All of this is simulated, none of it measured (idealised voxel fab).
This section sets out a process module, namely voxel ribs on slabs.
Each square cell in cross-section cut measures 5 nm, and the section as a whole is 250 nm wide.
Cross-section format: a grid of square cells, given as bands from top to bottom; each band is one or more rows of cells. Top, bottom (nm), then materials left to right with widths (nm); lone material tagged "everywhere" fills the whole band edge to edge; "air" = empty space. Heads up on the height convention: 0 is the point under which the incoming wafer is all one material, and the lowest band has no bottom, it just keeps going down, like "top 0, no bottom". Top row gets the first number, bottom row gets the second, and each row in between changes by the same step: that is how a band width like "30 to 40" works. Key: "remained unchanged" - step with no changed cell in the cross-section. The list in "Closed void inventory" covers empty spaces of 8 cells or more that cannot reach the top through any open way, and it gives each as width x height at distance; the distance is from the left edge, and width, height and distance are in nm. Post-settings text on a step line: simulator's own remark regarding the step. "overlay nm" answers the question of how far to the right of plan the mask lay on a step that has a mask, and when it is negative the answer is to the left.

The steps planned for the process are as follows
1: RECEIVE | material Si
2: DIRECTIONAL_DEP | material SiO2 | thk nm 20
3: DIRECTIONAL_DEP | material polySi | thk nm 25
4: MASKED_ETCH | tone cover | mask id RIB | width nm 20 | etch materials polySi | depth nm 10 | overlay nm 0
5: PATTERN | tone cover | mask id SLAB | material resist | width nm 70 | thk nm 15 | overlay nm 0
6: DIRECTIONAL_ETCH | etch materials polySi | depth nm 15
7: STRIP | etch materials resist
8: FILL_DEP | material SiO2 | thk nm 20
9: CMP | height nm 55
10: DIRECTIONAL_DEP | material W | thk nm 5
11: DIRECTIONAL_DEP | material aC | thk nm 10
12: PATTERN | tone cover | mask id HEATER | material resist | width nm 30 | thk nm 25 | overlay nm 0
13: DIRECTIONAL_ETCH | etch materials aC | depth nm 10
14: STRIP | etch materials resist
15: DIRECTIONAL_ETCH | etch materials W | depth nm 5
16: STRIP | etch materials aC
17: CONFORMAL_DEP | material SiN | thk nm 5

Cross-section of the incoming wafer, state after step 1
- top 0, no bottom: Si everywhere
- Closed void inventory: none

Post-module cross-section: identical start and plan to those above, one misstep in execution
- top 65, bottom 60: air=105, SiN=40, air=105
- top 60, bottom 55: SiN=110, W=30, SiN=110
- top 55, bottom 45: SiO2 everywhere
- top 45, bottom 35: SiO2=115, polySi=20, SiO2=115
- top 35, bottom 20: SiO2=80, polySi=70, SiO2=100
- top 20, bottom 0: SiO2 everywhere
- top 0, no bottom: Si everywhere
- Closed void inventory: none
Which mistake was made when the wafer was run? off-plan run, step 5, actual operation and settings PATTERN | tone cover | mask id SLAB | material resist | width nm 70 | thk nm 15 | overlay nm -10
